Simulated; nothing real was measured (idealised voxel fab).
This section sets out a process module, namely voxel self aligned vias.
Section cut is 225 nm wide and gridded with 5 nm square cells.
How to read a cross-section here: the picture is a grid of square cells, written as bands going from the top down, and any band can span one or more rows of cells.
This entry defines a band. It first specifies the height of the band's top and the height of its bottom in nm, and then specifies the band's materials from left to right, stating each material with its width in nm. The word "everywhere" identifies a single material that fills the band from edge to edge, while the word "empty" identifies empty space.
Zero point of the height axis is 0; under it, received wafer = one material. Lowest band: continues down indefinitely, "0 and below".
A two-number width, for instance "30->40", indicates that the width is equal to the first number in the top row of the band and to the second number in the bottom row, and that it changes by a constant amount per row of cells.
"no change" (step): cross-section cells unchanged, all of them.
"Unvented internal voids" enumerates empty spaces isolated from the top, with no open way to it, that contain at least 8 cells, giving each as width x height at distance from the left edge, all three in nm.
The remark found on a step's line after its settings is issued by the simulator itself and pertains to that step.
If you see "overlay nm" on a step's line and that step has a mask, it's telling you how far right of where it was planned the mask ended up; a negative number means it went left instead.

Planned process steps:
1) RECEIVE | material Si
2) CONFORMAL_DEP | material SiO2 | thk nm 10
3) CONFORMAL_DEP | material SiCN | thk nm 5
4) DIRECTIONAL_DEP | material lowk | thk nm 20
5) DIRECTIONAL_DEP | material aC | thk nm 10
6) PATTERN | tone open | mask id LINES | material resist | width nm 20 | pitch nm 55 | thk nm 25 | overlay nm 0
7) DIRECTIONAL_ETCH | etch materials aC | depth nm 10
8) STRIP | etch materials resist
9) DIRECTIONAL_ETCH | etch materials lowk | depth nm 20
10) STRIP | etch materials aC
11) CONFORMAL_DEP | material TiN | thk nm 5
12) FILL_DEP | material Ru | thk nm 10
13) CMP | height nm 35
14) SELECTIVE_ETCH | etch materials W Ru TiN | depth nm 5
15) FILL_DEP | material SiN | thk nm 10
16) CMP | height nm 35
17) DIRECTIONAL_DEP | material lowk | thk nm 15
18) DIRECTIONAL_DEP | material aC | thk nm 10
19) PATTERN | tone open | mask id VIAS | material resist | width nm 40 | pitch nm 110 | thk nm 25 | overlay nm 0
20) DIRECTIONAL_ETCH | etch materials aC | depth nm 10
21) STRIP | etch materials resist
22) DIRECTIONAL_ETCH | etch materials lowk | depth nm 15
23) DIRECTIONAL_ETCH | etch materials SiN | depth nm 5
24) STRIP | etch materials aC
25) CONFORMAL_DEP | material TiN | thk nm 5
26) FILL_DEP | material Ru | thk nm 10
27) CMP | height nm 50
28) CONFORMAL_DEP | material SiCN | thk nm 5

Wafer at receipt (post step 1), cross-section:
    0 and below  Si everywhere
    Unvented internal voids: none

End-of-module cross-section of the first of two wafers, processed as planned:
    55 down to 50  SiCN everywhere
    50 down to 40  lowk (35); TiN (5); Ru (30); TiN (5); lowk (70); TiN (5); Ru (30); TiN (5); lowk (40)
    40 down to 35  lowk (35); TiN (15); Ru (10); TiN (15); lowk (70); TiN (15); Ru (10); TiN (15); lowk (40)
    35 down to 30  lowk (45); TiN (20); lowk (35); SiN (20); lowk (35); TiN (20); lowk (50)
    30 down to 20  lowk (45); TiN (5); Ru (10); TiN (5); lowk (35); TiN (5); Ru (10); TiN (5); lowk (35); TiN (5); Ru (10); TiN (5); lowk (50)
    20 down to 15  lowk (45); TiN (20); lowk (35); TiN (20); lowk (35); TiN (20); lowk (50)
    15 down to 10  SiCN everywhere
    10 down to 0  SiO2 everywhere
    0 and below  Si everywhere
    Unvented internal voids: none

Cross-section of the latter of the two wafers at module completion. It had an identical start and an identical plan to the former; in running it, one mistake was made:
    70 down to 65  SiCN everywhere
    65 down to 55  Ru everywhere
    55 down to 50  TiN (40); Ru (30); TiN (80); Ru (30); TiN (45)
    50 down to 40  lowk (35); TiN (5); Ru (30); TiN (5); lowk (70); TiN (5); Ru (30); TiN (5); lowk (40)
    40 down to 35  lowk (35); TiN (15); Ru (10); TiN (15); lowk (70); TiN (15); Ru (10); TiN (15); lowk (40)
    35 down to 30  lowk (45); TiN (20); lowk (35); SiN (20); lowk (35); TiN (20); lowk (50)
    30 down to 20  lowk (45); TiN (5); Ru (10); TiN (5); lowk (35); TiN (5); Ru (10); TiN (5); lowk (35); TiN (5); Ru (10); TiN (5); lowk (50)
    20 down to 15  lowk (45); TiN (20); lowk (35); TiN (20); lowk (35); TiN (20); lowk (50)
    15 down to 10  SiCN everywhere
    10 down to 0  SiO2 everywhere
    0 and below  Si everywhere
    Unvented internal voids: none
In executing the process, a mistake was made relative to the plan: step 27 from the plan never happened, it was just skipped
Once processing is complete, comparing cell counts shows that the second wafer has more or fewer of certain materials than the first: Ru +102; TiN +33
